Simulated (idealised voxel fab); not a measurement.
process module | voxel ribs on slabs
cross-section cut | 210 nm wide | cells 5 nm
A cross-section is a grid of square cells, given in bands from the top down. A band is one or more rows of cells.
Each band's line starts with the height of the band's top and of its bottom, in nm. Then come its materials from left to right, each with its width in nm. One material with "throughout" fills the band from edge to edge. "air" is empty space.
Height 0 is the level under which the wafer as received is all one material. The lowest band goes on downwards, as in "0 down".
A width such as "30 to 40" changes by the same amount from each row of cells to the next, from the band's top row to its bottom row.
"no change" after a step means that no cell of the cross-section changed.
closed voids: empty space of 8 cells or more with no open way to the top, each as width x height at its distance from the left edge, in nm
after a step's settings: what the simulator itself notes on the step
overlay nm, on a step with a mask: how far to the right of its planned place the mask lay; to the left if negative
plan
1 op RECEIVE | material Si
2 op DIRECTIONAL_DEP | material SiO2 | thk nm 20
3 op DIRECTIONAL_DEP | material polySi | thk nm 15
4 op PATTERN | tone cover | mask id RIB | material resist | width nm 15 | thk nm 15 | overlay nm 0
5 op DIRECTIONAL_ETCH | etch materials polySi | depth nm 10
6 op STRIP | etch materials resist
7 op MASKED_ETCH | tone cover | mask id SLAB | width nm 65 | etch materials polySi | depth nm 5 | overlay nm 0
8 op FILL_DEP | material SiO2 | thk nm 15
9 op CMP | height nm 35
10 op DIRECTIONAL_DEP | material W | thk nm 10
11 op DIRECTIONAL_DEP | material aC | thk nm 10
12 op PATTERN | tone cover | mask id HEATER | material resist | width nm 25 | thk nm 25 | overlay nm 0
13 op DIRECTIONAL_ETCH | etch materials aC | depth nm 10
14 op STRIP | etch materials resist
15 op DIRECTIONAL_ETCH | etch materials W | depth nm 10
16 op STRIP | etch materials aC
17 op CONFORMAL_DEP | material SiN | thk nm 5
varied across the wafers: height nm of step 9. The plan shows the first wafer's value. All wafers start alike
first wafer as received, after step 1
  0 down: Si throughout
  closed voids: none
first wafer at the end, after step 17
  50 to 45: air 85 | SiN 35 | air 90
  45 to 40: air 85 | SiN 5 | W 25 | SiN 5 | air 90
  40 to 35: SiN 90 | W 25 | SiN 95
  35 to 25: SiO2 95 | polySi 15 | SiO2 100
  25 to 20: SiO2 70 | polySi 65 | SiO2 75
  20 to 0: SiO2 throughout
  0 down: Si throughout
  closed voids: none
last wafer at the end
  65 to 60: air 85 | SiN 35 | air 90
  60 to 55: air 85 | SiN 5 | W 25 | SiN 5 | air 90
  55 to 50: SiN 90 | W 25 | SiN 95
  50 to 35: SiO2 throughout
  35 to 25: SiO2 95 | polySi 15 | SiO2 100
  25 to 20: SiO2 70 | polySi 65 | SiO2 75
  20 to 0: SiO2 throughout
  0 down: Si throughout
  closed voids: none
each wafer at the end: cells of each material gained (+) or lost (-) since it was received, then its closed voids
height nm 35 | +46 SiN | +275 SiO2 | +10 W | +19 polySi | closed voids: none
height nm 40 | +46 SiN | +317 SiO2 | +10 W | +19 polySi | closed voids: none
height nm 45 | +46 SiN | +359 SiO2 | +10 W | +19 polySi | closed voids: none
height nm 50 | +46 SiN | +401 SiO2 | +10 W | +19 polySi | closed voids: none
